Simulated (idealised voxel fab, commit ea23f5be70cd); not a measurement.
The following process module bears the name voxel wiring stack.
Cross-section cut: width 200 nm, square cells of 5 nm.
The cross-sections in this document take the form of a grid made of square cells. They are written out as bands, in order from top to bottom. Each band consists of one or more rows of cells.
This entry defines a band. It first specifies the height of the band's top and the height of its bottom in nm, and then specifies the band's materials from left to right, stating each material with its width in nm. The word "all across" identifies a single material that fills the band from edge to edge, while the word "blank" identifies empty space.
The reference from which all heights are counted is 0, the level beneath which the as-received wafer is entirely one material; the lowest band, having no lower bound, proceeds downward and is written after the example "z 0 and below".
When a width is written as two numbers, as in "30->40", the first number is the width in the top row of cells of the band and the second is the width in its bottom row, and the width changes by the same amount from each row to the next.
"nothing changed" after a step means that no cell of the cross-section changed.
If an empty space has no open way to the top and is at least 8 cells in size, "Cavities, sealed" lists it, written width x height at distance, where distance is measured from the left edge and every value is in nm.
Formally, on a step line, whatever follows the settings is a remark that the simulator itself makes on the step.
If you see "overlay nm" on a step's line and that step has a mask, it's telling you how far right of where it was planned the mask ended up; a negative number means it went left instead.
HERE'S WHAT THE PLANNED PROCESS STEPS LOOK LIKE
1,RECEIVE with material Si
2,CONFORMAL_DEP with material SiO2, thk nm 10
3,CONFORMAL_DEP with material SiN, thk nm 5
4,DIRECTIONAL_DEP with material SiO2, thk nm 25
5,MASKED_ETCH with tone open, mask id METAL_1, width nm 25, pitch nm 55, etch materials SiO2, depth nm 25, overlay nm 0
6,MASKED_ETCH with tone open, mask id METAL_1, width nm 25, pitch nm 55, etch materials SiN, depth nm 5, overlay nm 0
7,CONFORMAL_DEP with material TiN, thk nm 5
8,FILL_DEP with material W, thk nm 5
9,CMP with height nm 40
10,EPI with material Ru, thk nm 5
11,FILL_DEP with material SiCN, thk nm 5
12,DIRECTIONAL_DEP with material lowk, thk nm 25
13,PATTERN with tone open, mask id METAL_2, material resist, width nm 25, pitch nm 55, thk nm 15, overlay nm 0
14,DIRECTIONAL_ETCH with etch materials lowk, depth nm 15
15,STRIP with etch materials resist
16,MASKED_ETCH with tone open, mask id METAL_2_HOLES, width nm 15, pitch nm 55, etch materials lowk, depth nm 10, overlay nm 0
17,MASKED_ETCH with tone open, mask id METAL_2_HOLES, width nm 15, pitch nm 55, etch materials SiCN, depth nm 5, overlay nm 0
18,CONFORMAL_DEP with material TiN, thk nm 5
19,FILL_DEP with material Cu, thk nm 5
20,CMP with height nm 75
21,CONFORMAL_DEP with material SiN, thk nm 5
RECEIVED-STATE CROSS-SECTION, REFLECTING COMPLETION OF STEP 1
z 0 and below = Si all across
Cavities, sealed: none
MODULE COMPLETE, CROSS-SECTION. STARTING POINT AND PLAN PER ABOVE. ONE MISTAKE MADE IN RUNNING THE MODULE
z 80 to 75 = SiN all across
z 75 to 50 = lowk all across
z 50 to 45 = SiCN all across
z 45 to 40 = SiCN: 55 | Ru: 35 | SiCN: 20 | Ru: 35 | SiCN: 55
z 40 to 15 = SiO2: 60 | TiN: 5 | W: 15 | TiN: 5 | SiO2: 30 | TiN: 5 | W: 15 | TiN: 5 | SiO2: 60
z 15 to 10 = SiN: 60 | TiN: 25 | SiN: 30 | TiN: 25 | SiN: 60
z 10 to 0 = SiO2 all across
z 0 and below = Si all across
Cavities, sealed: none
The mistake made against the process plan was this: step 12 from the plan got run twice
